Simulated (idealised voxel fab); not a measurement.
process module | voxel spacer lines
cross-section cut | 245 nm wide | cells 5 nm
A cross-section is a grid of square cells, given in bands from the top down. A band is one or more rows of cells.
Each band's line starts with the height of the band's top and of its bottom, in nm. Then come its materials from left to right, each with its width in nm. One material with "throughout" fills the band from edge to edge. "air" is empty space.
Height 0 is the level under which the wafer as received is all one material. The lowest band goes on downwards, as in "0 down".
A width such as "30 to 40" changes by the same amount from each row of cells to the next, from the band's top row to its bottom row.
"no change" after a step means that no cell of the cross-section changed.
closed voids: empty space of 8 cells or more with no open way to the top, each as width x height at its distance from the left edge, in nm
after a step's settings: what the simulator itself notes on the step
overlay nm, on a step with a mask: how far to the right of its planned place the mask lay; to the left if negative
plan
1 op RECEIVE | material Si
2 op CONFORMAL_DEP | material Al2O3 | thk nm 10
3 op DIRECTIONAL_DEP | material TiN | thk nm 10
4 op DIRECTIONAL_DEP | material aC | thk nm 20
5 op PATTERN | tone cover | mask id MANDREL | material resist | width nm 20 | pitch nm 70 | thk nm 30 | overlay nm 0
6 op DIRECTIONAL_ETCH | etch materials aC | depth nm 20
7 op STRIP | etch materials resist
8 op CONFORMAL_DEP | material SiO2 | thk nm 15
9 op DIRECTIONAL_ETCH | etch materials SiO2 | depth nm 15
10 op STRIP | etch materials aC
11 op DIRECTIONAL_ETCH | etch materials TiN | depth nm 10
12 op STRIP | etch materials SiO2
first wafer, as planned
as received, after step 1
  0 down: Si throughout
  closed voids: none
after step 2
  10 to 0: Al2O3 throughout
  below 0: unchanged
after step 3
  20 to 10: TiN throughout
  below 10: unchanged
after step 4
  40 to 20: aC throughout
  below 20: unchanged
after step 5
  70 to 40: air 40 | resist 20 | air 50 | resist 20 | air 50 | resist 20 | air 45
  below 40: unchanged
after step 6
  50 to 40: air 40 | resist 20 | air 50 | resist 20 | air 50 | resist 20 | air 45
  40 to 20: air 40 | aC 20 | air 50 | aC 20 | air 50 | aC 20 | air 45
  below 20: unchanged
after step 7
  40 to 20: air 40 | aC 20 | air 50 | aC 20 | air 50 | aC 20 | air 45
  below 20: unchanged
after step 8
  55 to 40: air 25 | SiO2 50 | air 20 | SiO2 50 | air 20 | SiO2 50 | air 30
  40 to 35: air 25 | SiO2 15 | aC 20 | SiO2 15 | air 20 | SiO2 15 | aC 20 | SiO2 15 | air 20 | SiO2 15 | aC 20 | SiO2 15 | air 30
  35 to 20: SiO2 40 | aC 20 | SiO2 50 | aC 20 | SiO2 50 | aC 20 | SiO2 45
  below 20: unchanged
after step 9
  40 to 20: air 25 | SiO2 15 | aC 20 | SiO2 15 | air 20 | SiO2 15 | aC 20 | SiO2 15 | air 20 | SiO2 15 | aC 20 | SiO2 15 | air 30
  below 20: unchanged
after step 10
  40 to 20: air 25 | SiO2 15 | air 20 | SiO2 15 | air 20 | SiO2 15 | air 20 | SiO2 15 | air 20 | SiO2 15 | air 20 | SiO2 15 | air 30
  below 20: unchanged
after step 11
  40 to 20: air 25 | SiO2 15 | air 20 | SiO2 15 | air 20 | SiO2 15 | air 20 | SiO2 15 | air 20 | SiO2 15 | air 20 | SiO2 15 | air 30
  20 to 10: air 25 | TiN 15 | air 20 | TiN 15 | air 20 | TiN 15 | air 20 | TiN 15 | air 20 | TiN 15 | air 20 | TiN 15 | air 30
  below 10: unchanged
after step 12
  20 to 10: air 25 | TiN 15 | air 20 | TiN 15 | air 20 | TiN 15 | air 20 | TiN 15 | air 20 | TiN 15 | air 20 | TiN 15 | air 30
  below 10: unchanged
second wafer: like start, like plan, one mistake. Through step 7 it matches the first wafer
when step 8 should have ended
  55 to 40: air 25 | Al2O3 50 | air 20 | Al2O3 50 | air 20 | Al2O3 50 | air 30
  40 to 35: air 25 | Al2O3 15 | aC 20 | Al2O3 15 | air 20 | Al2O3 15 | aC 20 | Al2O3 15 | air 20 | Al2O3 15 | aC 20 | Al2O3 15 | air 30
  35 to 20: Al2O3 40 | aC 20 | Al2O3 50 | aC 20 | Al2O3 50 | aC 20 | Al2O3 45
  below 20: unchanged
when step 9 should have ended: no change
when step 10 should have ended: no change
when step 11 should have ended: no change
when step 12 should have ended: no change
what went wrong: step 8 ran as: op CONFORMAL_DEP | material Al2O3 | thk nm 15
at the end the second wafer has, in cells: 219 more of Al2O3 | 62 more of TiN | 48 more of aC
